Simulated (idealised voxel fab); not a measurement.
voxel self aligned contacts: a process module
The cross-section shown here is cut; it is 205 nm wide and divided into square cells measuring 5 nm on a side.
How to read a cross-section here: the picture is a grid of square cells, written as bands going from the top down, and any band can span one or more rows of cells.
This entry defines a band. It first specifies the height of the band's top and the height of its bottom in nm, and then specifies the band's materials from left to right, stating each material with its width in nm. The word "everywhere" identifies a single material that fills the band from edge to edge, while the word "empty" identifies empty space.
It should be noted that heights are counted from 0, beneath which the wafer as supplied is of one material throughout, and that the lowest band possesses no lower boundary but continues downward, as written in "0..down".
The notation "30->40" denotes a width that varies across the rows of cells in the band, beginning at the first number in the top row, finishing at the second number in the bottom row, and changing by an identical amount from each row to the next.
Where the words "stayed the same" appear for a step, the cross-section shows no cell changed by that step; every cell remained as before.
You'll see "Trapped void list" listing empty spaces that have no way open to the top, as long as they're 8 cells or more; the notation is width x height at distance, where the distance is from the left edge, and all of it is in nm.
Where a step's line continues beyond its settings, the continuation is a remark by the simulator itself on that step.
Among the settings permitted on a step's line is "overlay nm"; applied to a step with a mask, it specifies the extent to which the mask lay to the right of its planned position, whereas a negative figure signifies a position to the left.
So here's the lineup of process steps we planned:
1) RECEIVE with material Si
2) OXIDIZE with depth nm 5
3) DIRECTIONAL_DEP with material polySi, thk nm 20
4) DIRECTIONAL_DEP with material SiN, thk nm 20
5) PATTERN with tone cover, mask id GATE, material resist, width nm 35, pitch nm 65, thk nm 20, overlay nm 0
6) DIRECTIONAL_ETCH with etch materials SiN, depth nm 20
7) DIRECTIONAL_ETCH with etch materials polySi, depth nm 30
8) STRIP with etch materials resist
9) CONFORMAL_DEP with material SiN, thk nm 5
10) DIRECTIONAL_ETCH with etch materials SiN, depth nm 5
11) FILL_DEP with material SiO2, thk nm 15
12) CMP with height nm 55
13) MASKED_ETCH with tone open, mask id CONTACT, width nm 50, pitch nm 65, etch materials SiO2, depth nm 60, overlay nm 0
14) CONFORMAL_DEP with material TiN, thk nm 5
15) FILL_DEP with material W, thk nm 5
16) CMP with height nm 55
17) CONFORMAL_DEP with material SiCN, thk nm 5
The wafers are alike at the start. At step 3, their thk nm differs. The plan lists the first wafer's value.
Cross-section of the first of several wafers on receipt, reflecting completion of step 1:
	0..down  Si everywhere
	Trapped void list: none
Table: wafers, a row each; end-of-module cell change per material since receipt, gain (+), loss (-); then closed voids:
thk nm 20; -41 Si; +41 SiCN; +132 SiN; +144 SiO2; +64 TiN; +68 W; +84 polySi; Trapped void list: none
thk nm 25; -41 Si; +41 SiCN; +138 SiN; +129 SiO2; +64 TiN; +56 W; +105 polySi; Trapped void list: none
thk nm 30; -41 Si; +41 SiCN; +144 SiN; +114 SiO2; +64 TiN; +44 W; +126 polySi; Trapped void list: none
thk nm 35; -41 Si; +41 SiCN; +144 SiN; +101 SiO2; +44 TiN; +36 W; +167 polySi; Trapped void list: none
thk nm 40; -41 Si; +41 SiCN; +117 SiN; +95 SiO2; +40 TiN; +32 W; +208 polySi; Trapped void list: none
thk nm 45; -41 Si; +41 SiCN; +90 SiN; +89 SiO2; +36 TiN; +28 W; +249 polySi; Trapped void list: none
